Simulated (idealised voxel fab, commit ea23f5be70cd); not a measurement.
process module | voxel ribs on slabs
cross-section cut | 235 nm wide | cells 5 nm
A cross-section is a grid of square cells, given in bands from the top down. A band is one or more rows of cells.
Each band's line starts with the height of the band's top and of its bottom, in nm. Then come its materials from left to right, each with its width in nm. One material with "throughout" fills the band from edge to edge. "air" is empty space.
Height 0 is the level under which the wafer as received is all one material. The lowest band goes on downwards, as in "0 down".
A width such as "30 to 40" changes by the same amount from each row of cells to the next, from the band's top row to its bottom row.
"no change" after a step means that no cell of the cross-section changed.
closed voids: empty space of 8 cells or more with no open way to the top, each as width x height at its distance from the left edge, in nm
after a step's settings: what the simulator itself notes on the step
overlay nm, on a step with a mask: how far to the right of its planned place the mask lay; to the left if negative
plan
1 op RECEIVE | material Si
2 op DIRECTIONAL_DEP | material SiO2 | thk nm 20
3 op DIRECTIONAL_DEP | material polySi | thk nm 15
4 op DIRECTIONAL_DEP | material aC | thk nm 15
5 op PATTERN | tone cover | mask id RIB | material resist | width nm 30 | thk nm 30 | overlay nm 0
6 op DIRECTIONAL_ETCH | etch materials aC | depth nm 15
7 op STRIP | etch materials resist
8 op DIRECTIONAL_ETCH | etch materials polySi | depth nm 5
9 op STRIP | etch materials aC
10 op MASKED_ETCH | tone cover | mask id SLAB | width nm 80 | etch materials polySi | depth nm 10 | overlay nm 0
11 op FILL_DEP | material SiO2 | thk nm 30
12 op CMP | height nm 55
13 op DIRECTIONAL_DEP | material W | thk nm 5
14 op DIRECTIONAL_DEP | material aC | thk nm 15
15 op PATTERN | tone cover | mask id HEATER | material resist | width nm 40 | thk nm 30 | overlay nm 0
16 op DIRECTIONAL_ETCH | etch materials aC | depth nm 15
17 op STRIP | etch materials resist
18 op DIRECTIONAL_ETCH | etch materials W | depth nm 5
19 op STRIP | etch materials aC
20 op CONFORMAL_DEP | material SiO2 | thk nm 5
first wafer, as planned
as received, after step 1
  0 down: Si throughout
  closed voids: none
after step 2
  20 to 0: SiO2 throughout
  below 0: unchanged
after step 3
  35 to 20: polySi throughout
  below 20: unchanged
after step 4
  50 to 35: aC throughout
  below 35: unchanged
after step 5
  80 to 50: air 100 | resist 30 | air 105
  below 50: unchanged
after step 6
  65 to 50: air 100 | resist 30 | air 105
  50 to 35: air 100 | aC 30 | air 105
  below 35: unchanged
after step 7
  50 to 35: air 100 | aC 30 | air 105
  below 35: unchanged
after step 8
  50 to 35: air 100 | aC 30 | air 105
  35 to 30: air 100 | polySi 30 | air 105
  below 30: unchanged
after step 9
  35 to 30: air 100 | polySi 30 | air 105
  below 30: unchanged
after step 10
  35 to 30: air 100 | polySi 30 | air 105
  30 to 20: air 75 | polySi 80 | air 80
  below 20: unchanged
after step 11
  65 to 35: SiO2 throughout
  35 to 30: SiO2 100 | polySi 30 | SiO2 105
  30 to 20: SiO2 75 | polySi 80 | SiO2 80
  below 20: unchanged
after step 12
  55 to 35: SiO2 throughout
  below 35: unchanged
after step 13
  60 to 55: W throughout
  below 55: unchanged
after step 14
  75 to 60: aC throughout
  below 60: unchanged
after step 15
  105 to 75: air 95 | resist 40 | air 100
  below 75: unchanged
after step 16
  90 to 75: air 95 | resist 40 | air 100
  75 to 60: air 95 | aC 40 | air 100
  below 60: unchanged
after step 17
  75 to 60: air 95 | aC 40 | air 100
  below 60: unchanged
after step 18
  75 to 60: air 95 | aC 40 | air 100
  60 to 55: air 95 | W 40 | air 100
  below 55: unchanged
after step 19
  60 to 55: air 95 | W 40 | air 100
  below 55: unchanged
after step 20
  65 to 60: air 90 | SiO2 50 | air 95
  60 to 55: SiO2 95 | W 40 | SiO2 100
  below 55: unchanged
second wafer: like start, like plan, one mistake. Through step 9 it matches the first wafer
when step 10 should have ended
  30 to 25: polySi 75 | air 80 | polySi 80
  25 to 20: polySi 75 | air 25 | polySi 30 | air 25 | polySi 80
  below 20: unchanged
when step 11 should have ended
  60 to 30: SiO2 throughout
  30 to 25: polySi 75 | SiO2 80 | polySi 80
  25 to 20: polySi 75 | SiO2 25 | polySi 30 | SiO2 25 | polySi 80
  below 20: unchanged
when step 12 should have ended
  55 to 30: SiO2 throughout
  below 30: unchanged
when step 13 should have ended
  60 to 55: W throughout
  below 55: unchanged
when step 14 should have ended
  75 to 60: aC throughout
  below 60: unchanged
when step 15 should have ended
  105 to 75: air 95 | resist 40 | air 100
  below 75: unchanged
when step 16 should have ended
  90 to 75: air 95 | resist 40 | air 100
  75 to 60: air 95 | aC 40 | air 100
  below 60: unchanged
when step 17 should have ended
  75 to 60: air 95 | aC 40 | air 100
  below 60: unchanged
when step 18 should have ended
  75 to 60: air 95 | aC 40 | air 100
  60 to 55: air 95 | W 40 | air 100
  below 55: unchanged
when step 19 should have ended
  60 to 55: air 95 | W 40 | air 100
  below 55: unchanged
when step 20 should have ended
  65 to 60: air 90 | SiO2 50 | air 95
  60 to 55: SiO2 95 | W 40 | SiO2 100
  below 55: unchanged
what went wrong: step 10 ran as: op MASKED_ETCH | tone open | mask id SLAB | width nm 80 | etch materials polySi | depth nm 10 | overlay nm 0
at the end the second wafer has, in cells: 30 fewer of SiO2 | 30 more of polySi
